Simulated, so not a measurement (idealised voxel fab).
voxel capacitor over wiring: a process module
We display cut, a cross-section 160 nm in width whose square cells are each 5 nm.
In this document a cross-section is written as a grid of square cells. It is given as a series of bands, listed from the top down, and a band is one or more rows of cells. Basically the band line says how high the top is and how high the bottom is, in nm, and then what's in it from left to right, every material with its width in nm. Empty space shows up as "blank", and if a single material carries "full width" it runs the full band edge to edge. Height datum 0, below which the as-received substrate wafer is one material. Lowest band open at the bottom, running downward: "0 -> down". Width "30..40": first value at the band's top row of cells, second value at its bottom row, equal change from row to row. Where a step carries "left unchanged", the cross-section came out of it unchanged, cell for cell. Voids not open to the top, 8 cells minimum: see "Fully enclosed voids". Written width x height at distance; distance is from the left edge; nm. On each step's line, the part that comes after the settings is the simulator's own comment on the step. overlay nm: mask offset rightward from planned place, masked step; negative means leftward offset.

[Process steps (planned)]
1 RECEIVE [material Si]
2 CONFORMAL_DEP [material SiO2] [thk nm 15]
3 CONFORMAL_DEP [material SiN] [thk nm 5]
4 DIRECTIONAL_DEP [material lowk] [thk nm 20]
5 DIRECTIONAL_DEP [material aC] [thk nm 10]
6 PATTERN [tone open] [mask id METAL_1] [material resist] [width nm 30] [pitch nm 95] [thk nm 30] [overlay nm 0]
7 DIRECTIONAL_ETCH [etch materials aC] [depth nm 10]
8 STRIP [etch materials resist]
9 DIRECTIONAL_ETCH [etch materials lowk] [depth nm 20]
10 DIRECTIONAL_ETCH [etch materials SiN] [depth nm 5]
11 STRIP [etch materials aC]
12 CONFORMAL_DEP [material TiN] [thk nm 5]
13 FILL_DEP [material W] [thk nm 10]
14 CMP [height nm 40]
15 CONFORMAL_DEP [material SiCN] [thk nm 5]
16 DIRECTIONAL_DEP [material SiO2] [thk nm 10]
17 DIRECTIONAL_DEP [material aC] [thk nm 15]
18 PATTERN [tone open] [mask id PLUG_1] [material resist] [width nm 15] [thk nm 35] [overlay nm 0]
19 DIRECTIONAL_ETCH [etch materials aC] [depth nm 15]
20 STRIP [etch materials resist]
21 DIRECTIONAL_ETCH [etch materials SiO2] [depth nm 10]
22 DIRECTIONAL_ETCH [etch materials SiCN] [depth nm 5]
23 STRIP [etch materials aC]
24 CONFORMAL_DEP [material TiN] [thk nm 5]
25 FILL_DEP [material W] [thk nm 5]
26 CMP [height nm 55]
27 DIRECTIONAL_DEP [material TiN] [thk nm 5]
28 DIRECTIONAL_DEP [material HfO2] [thk nm 5]
29 DIRECTIONAL_DEP [material TiN] [thk nm 10]
30 PATTERN [tone cover] [mask id UPPER_PLATE] [material resist] [width nm 70] [thk nm 15] [overlay nm 0]
31 DIRECTIONAL_ETCH [etch materials TiN] [depth nm 10]
32 DIRECTIONAL_ETCH [etch materials HfO2] [depth nm 5]
33 STRIP [etch materials resist]
34 DIRECTIONAL_DEP [material aC] [thk nm 10]
35 PATTERN [tone cover] [mask id LOWER_PLATE] [material resist] [width nm 80] [thk nm 30] [overlay nm 0]
36 DIRECTIONAL_ETCH [etch materials aC] [depth nm 10]
37 STRIP [etch materials resist]
38 DIRECTIONAL_ETCH [etch materials TiN] [depth nm 5]
39 STRIP [etch materials aC]
40 FILL_DEP [material SiO2] [thk nm 15]
41 CMP [height nm 85]
42 DIRECTIONAL_DEP [material aC] [thk nm 15]
43 PATTERN [tone open] [mask id PLUG_2] [material resist] [width nm 15] [thk nm 35] [overlay nm 0]
44 DIRECTIONAL_ETCH [etch materials aC] [depth nm 15]
45 STRIP [etch materials resist]
46 DIRECTIONAL_ETCH [etch materials SiO2] [depth nm 10]
47 STRIP [etch materials aC]
48 CONFORMAL_DEP [material TiN] [thk nm 5]
49 FILL_DEP [material Cu] [thk nm 10]
50 CMP [height nm 85]
51 CONFORMAL_DEP [material SiCN] [thk nm 5]

[The cross-section here shows the wafer as received, i.e. in its state after step 1]
0 -> down = Si full width
Fully enclosed voids: none

[Here's the wafer cut in cross-section after the module, started and planned just like above, except one thing was done wrong in the run]
90 -> 85 = SiCN full width
85 -> 75 = SiO2 30 nm | TiN 70 nm | SiO2 60 nm
75 -> 70 = SiO2 30 nm | HfO2 70 nm | SiO2 60 nm
70 -> 60 = HfO2 full width
60 -> 55 = TiN full width
55 -> 45 = SiO2 30 nm | TiN 5 nm | W 5 nm | TiN 5 nm | SiO2 115 nm
45 -> 40 = SiCN 30 nm | TiN 15 nm | SiCN 115 nm
40 -> 20 = lowk 15 nm | TiN 5 nm | W 20 nm | TiN 5 nm | lowk 65 nm | TiN 5 nm | W 20 nm | TiN 5 nm | lowk 20 nm
20 -> 15 = SiN 15 nm | TiN 30 nm | SiN 65 nm | TiN 30 nm | SiN 20 nm
15 -> 0 = SiO2 full width
0 -> down = Si full width
Fully enclosed voids: none
What was the processing mistake? step 28, actual vs plan mismatch, actual run DIRECTIONAL_DEP [material HfO2] [thk nm 15]
